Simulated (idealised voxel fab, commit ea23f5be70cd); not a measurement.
voxel ribs on slabs: a process module
The cross-section on display is named cut; it measures 165 nm wide, and its cells are 5 nm squares.
Format of a cross-section: grid, square cells. Given as bands. Order: top down. Band: one or more rows of cells.
Within each band entry, the heights of the top and of the bottom of the band appear first, in that order and in nm; the materials of the band then follow from left to right, each with its corresponding width in nm. The designation "edge to edge" on a single material indicates that it fills the band from edge to edge; the designation "blank" indicates empty space.
All heights in this document are referenced to 0, defined as the level beneath which the wafer, as received, consists entirely of one material. The lowest band is not bounded below; it extends indefinitely downward and is written in the form "0 -> down".
Top row gets the first number, bottom row gets the second, and each row in between changes by the same step: that is how a band width like "30..40" works.
It should be understood that the words "no modification", when stated for a given step, signify that the cross-section underwent no change in any of its cells during that step.
"Sealed cavities" means: voids of 8 cells or more that are shut off from the top with no open way through. Written width x height at distance, distance from the left edge, in nm.
If you see something after the settings on a step's line, that's the simulator's own remark about that step.
When a step includes a mask, the "overlay nm" setting on its line states how far to the right of its planned place that mask lay, and negative values state how far to the left.

-- Here's what the planned process steps look like
1 RECEIVE: material Si
2 DIRECTIONAL_DEP: material SiO2, thk nm 25
3 DIRECTIONAL_DEP: material SiN, thk nm 15
4 MASKED_ETCH: tone cover, mask id RIB, width nm 25, etch materials SiN, depth nm 5, overlay nm 0
5 PATTERN: tone cover, mask id SLAB, material resist, width nm 55, thk nm 20, overlay nm 0
6 DIRECTIONAL_ETCH: etch materials SiN, depth nm 10
7 STRIP: etch materials resist
8 FILL_DEP: material SiO2, thk nm 15
9 CMP: height nm 50
10 DIRECTIONAL_DEP: material TiN, thk nm 5
11 PATTERN: tone cover, mask id HEATER, material resist, width nm 35, thk nm 20, overlay nm 0
12 DIRECTIONAL_ETCH: etch materials TiN, depth nm 5
13 STRIP: etch materials resist
14 CONFORMAL_DEP: material SiN, thk nm 10

-- Incoming wafer in cross-section (state: after step 1)
- 0 -> down = Si edge to edge
- Sealed cavities: none

-- first wafer at the end, as planned
- 65 -> 60 = blank: 55, then SiN: 55, then blank: 55
- 60 -> 55 = SiN edge to edge
- 55 -> 50 = SiN: 65, then TiN: 35, then SiN: 65
- 50 -> 40 = SiO2 edge to edge
- 40 -> 35 = SiO2: 70, then SiN: 25, then SiO2: 70
- 35 -> 25 = SiO2: 55, then SiN: 55, then SiO2: 55
- 25 -> 0 = SiO2 edge to edge
- 0 -> down = Si edge to edge
- Sealed cavities: none

-- Second wafer cross-section at end of module - shared start and plan with the first, one mistake in the run
- 55 -> 50 = blank: 65, then TiN: 35, then blank: 65
- 50 -> 40 = SiO2 edge to edge
- 40 -> 35 = SiO2: 70, then SiN: 25, then SiO2: 70
- 35 -> 25 = SiO2: 55, then SiN: 55, then SiO2: 55
- 25 -> 0 = SiO2 edge to edge
- 0 -> down = Si edge to edge
- Sealed cavities: none
What went wrong in running the wafer? step 14 in the plan did not get run; it was skipped
At the finish, the second wafer shows more or fewer cells for some materials than the first does: -70 SiN
